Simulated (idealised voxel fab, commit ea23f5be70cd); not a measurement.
process module | voxel local oxidation
cross-section cut | 175 nm wide | cells 5 nm
A cross-section is a grid of square cells, given in bands from the top down. A band is one or more rows of cells.
Each band's line starts with the height of the band's top and of its bottom, in nm. Then come its materials from left to right, each with its width in nm. One material with "throughout" fills the band from edge to edge. "air" is empty space.
Height 0 is the level under which the wafer as received is all one material. The lowest band goes on downwards, as in "0 down".
A width such as "30 to 40" changes by the same amount from each row of cells to the next, from the band's top row to its bottom row.
"no change" after a step means that no cell of the cross-section changed.
closed voids: empty space of 8 cells or more with no open way to the top, each as width x height at its distance from the left edge, in nm
after a step's settings: what the simulator itself notes on the step
overlay nm, on a step with a mask: how far to the right of its planned place the mask lay; to the left if negative
plan
1 op RECEIVE | material Si
2 op OXIDIZE | depth nm 5
3 op CONFORMAL_DEP | material SiN | thk nm 15
4 op PATTERN | tone cover | mask id ACTIVE | material resist | width nm 95 | thk nm 20 | overlay nm 0
5 op DIRECTIONAL_ETCH | etch materials SiN | depth nm 15
6 op STRIP | etch materials resist
7 op SELECTIVE_ETCH | etch materials SiO2 | depth nm 5
8 op OXIDIZE | depth nm 15
9 op STRIP | etch materials SiN
as received, after step 1
  0 down: Si throughout
  closed voids: none
first wafer at the end, as planned
  0 to -5: air 45 | SiO2 85 | air 45
  -5 to -20: SiO2 60 | Si 55 | SiO2 60
  -20 down: Si throughout
  closed voids: none
second wafer at the end: like start, like plan, one mistake
  15 to 0: air 40 | SiN 95 | air 40
  0 to -5: air 45 | SiO2 85 | air 45
  -5 to -20: SiO2 60 | Si 55 | SiO2 60
  -20 down: Si throughout
  closed voids: none
what went wrong: step 9 was left out
at the end the second wafer has, in cells: 57 more of SiN
